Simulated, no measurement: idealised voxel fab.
process module | voxel wiring stack
cross-section cut | 260 nm wide | cells 5 nm
A cross-section is a grid of square cells, given in bands from the top down. A band is one or more rows of cells.
Each band's line starts with the height of the band's top and of its bottom, in nm. Then come its materials from left to right, each with its width in nm. One material with "throughout" fills the band from edge to edge. "air" is empty space.
Height 0 is the level under which the wafer as received is all one material. The lowest band goes on downwards, as in "0 down".
A width such as "30 to 40" changes by the same amount from each row of cells to the next, from the band's top row to its bottom row.
"no change" after a step means that no cell of the cross-section changed.
closed voids: empty space of 8 cells or more with no open way to the top, each as width x height at its distance from the left edge, in nm
after a step's settings: what the simulator itself notes on the step
overlay nm, on a step with a mask: how far to the right of its planned place the mask lay; to the left if negative
plan
1 op RECEIVE | material Si
2 op CONFORMAL_DEP | material SiO2 | thk nm 15
3 op DIRECTIONAL_DEP | material TiN | thk nm 5
4 op DIRECTIONAL_DEP | material Ru | thk nm 25
5 op PATTERN | tone cover | mask id METAL_1 | material resist | width nm 20 | pitch nm 50 | thk nm 20 | overlay nm 0
6 op DIRECTIONAL_ETCH | etch materials Ru | depth nm 25
7 op DIRECTIONAL_ETCH | etch materials TiN | depth nm 5
8 op STRIP | etch materials resist
9 op FILL_DEP | material lowk | thk nm 10
10 op CMP | height nm 45
11 op CONFORMAL_DEP | material SiCN | thk nm 5
12 op DIRECTIONAL_DEP | material lowk | thk nm 25
13 op DIRECTIONAL_DEP | material aC | thk nm 15
14 op PATTERN | tone open | mask id METAL_2_HOLES | material resist | width nm 15 | thk nm 35 | overlay nm 0
15 op DIRECTIONAL_ETCH | etch materials aC | depth nm 15
16 op STRIP | etch materials resist
17 op DIRECTIONAL_ETCH | etch materials lowk | depth nm 25
18 op STRIP | etch materials aC
19 op PATTERN | tone open | mask id METAL_2 | material resist | width nm 20 | pitch nm 50 | thk nm 15 | overlay nm 0
20 op DIRECTIONAL_ETCH | etch materials lowk | depth nm 15
21 op DIRECTIONAL_ETCH | etch materials SiCN | depth nm 5
22 op STRIP | etch materials resist
23 op CONFORMAL_DEP | material TiN | thk nm 5
24 op FILL_DEP | material Cu | thk nm 5
25 op CMP | height nm 75
26 op CONFORMAL_DEP | material SiCN | thk nm 5
27 op DIRECTIONAL_DEP | material SiO2 | thk nm 30
28 op DIRECTIONAL_DEP | material aC | thk nm 15
29 op PATTERN | tone open | mask id METAL_3_HOLES | material resist | width nm 15 | thk nm 35 | overlay nm 0
30 op DIRECTIONAL_ETCH | etch materials aC | depth nm 15
31 op STRIP | etch materials resist
32 op DIRECTIONAL_ETCH | etch materials SiO2 | depth nm 30
33 op STRIP | etch materials aC
34 op DIRECTIONAL_DEP | material aC | thk nm 10
35 op PATTERN | tone open | mask id METAL_3 | material resist | width nm 20 | pitch nm 50 | thk nm 30 | overlay nm 0
36 op DIRECTIONAL_ETCH | etch materials aC | depth nm 10
37 op STRIP | etch materials resist
38 op DIRECTIONAL_ETCH | etch materials SiO2 | depth nm 15
39 op DIRECTIONAL_ETCH | etch materials SiCN | depth nm 5
40 op STRIP | etch materials aC
41 op CONFORMAL_DEP | material TiN | thk nm 5
42 op FILL_DEP | material Cu | thk nm 10
43 op CMP | height nm 110
44 op CONFORMAL_DEP | material SiCN | thk nm 5
45 op DIRECTIONAL_DEP | material lowk | thk nm 15
46 op MASKED_ETCH | tone open | mask id PLUG_3 | width nm 15 | etch materials lowk | depth nm 15 | overlay nm 0
47 op MASKED_ETCH | tone open | mask id PLUG_3 | width nm 15 | etch materials SiCN | depth nm 5 | overlay nm 0
48 op EPI | material Ru | thk nm 10
49 op EPI | material Ru | thk nm 10
50 op DIRECTIONAL_DEP | material TiN | thk nm 5
51 op DIRECTIONAL_DEP | material Ru | thk nm 15
52 op DIRECTIONAL_DEP | material aC | thk nm 15
53 op PATTERN | tone cover | mask id METAL_4 | material resist | width nm 20 | pitch nm 50 | thk nm 35 | overlay nm 0
54 op DIRECTIONAL_ETCH | etch materials aC | depth nm 15
55 op STRIP | etch materials resist
56 op DIRECTIONAL_ETCH | etch materials Ru | depth nm 15
57 op DIRECTIONAL_ETCH | etch materials TiN | depth nm 5
58 op STRIP | etch materials aC
59 op FILL_DEP | material lowk | thk nm 5
60 op CMP | height nm 150
61 op CONFORMAL_DEP | material SiN | thk nm 5
as received, after step 1
  0 down: Si throughout
  closed voids: none
a wafer at the end: this start, this plan, one mistake
  155 to 150: SiN throughout
  150 to 135: lowk 95 | Ru 20 | lowk 30 | Ru 20 | lowk 95
  135 to 130: lowk 95 | TiN 20 | lowk 30 | TiN 20 | lowk 95
  130 to 115: lowk 95 | Ru 15 | lowk 150
  115 to 110: SiCN 95 | Ru 15 | SiCN 150
  110 to 100: SiO2 95 | TiN 5 | Cu 10 | TiN 5 | SiO2 30 | TiN 5 | Cu 10 | TiN 5 | SiO2 95
  100 to 95: SiO2 95 | TiN 5 | Cu 5 | TiN 10 | SiO2 30 | TiN 20 | SiO2 95
  95 to 80: SiO2 95 | TiN 5 | Cu 5 | TiN 5 | SiO2 150
  80 to 75: SiCN 95 | TiN 15 | SiCN 150
  75 to 65: lowk 95 | TiN 5 | Cu 10 | TiN 5 | lowk 30 | TiN 5 | Cu 10 | TiN 5 | lowk 95
  65 to 60: lowk 95 | TiN 5 | Cu 5 | TiN 10 | lowk 30 | TiN 20 | lowk 95
  60 to 50: lowk 95 | TiN 5 | Cu 5 | TiN 5 | lowk 150
  50 to 45: SiCN 95 | TiN 15 | SiCN 150
  45 to 40: lowk 95 | TiN 20 | lowk 30 | TiN 20 | lowk 95
  40 to 15: Ru throughout
  15 to 0: SiO2 throughout
  0 down: Si throughout
  closed voids: none
what went wrong: steps 3 and 4 were swapped
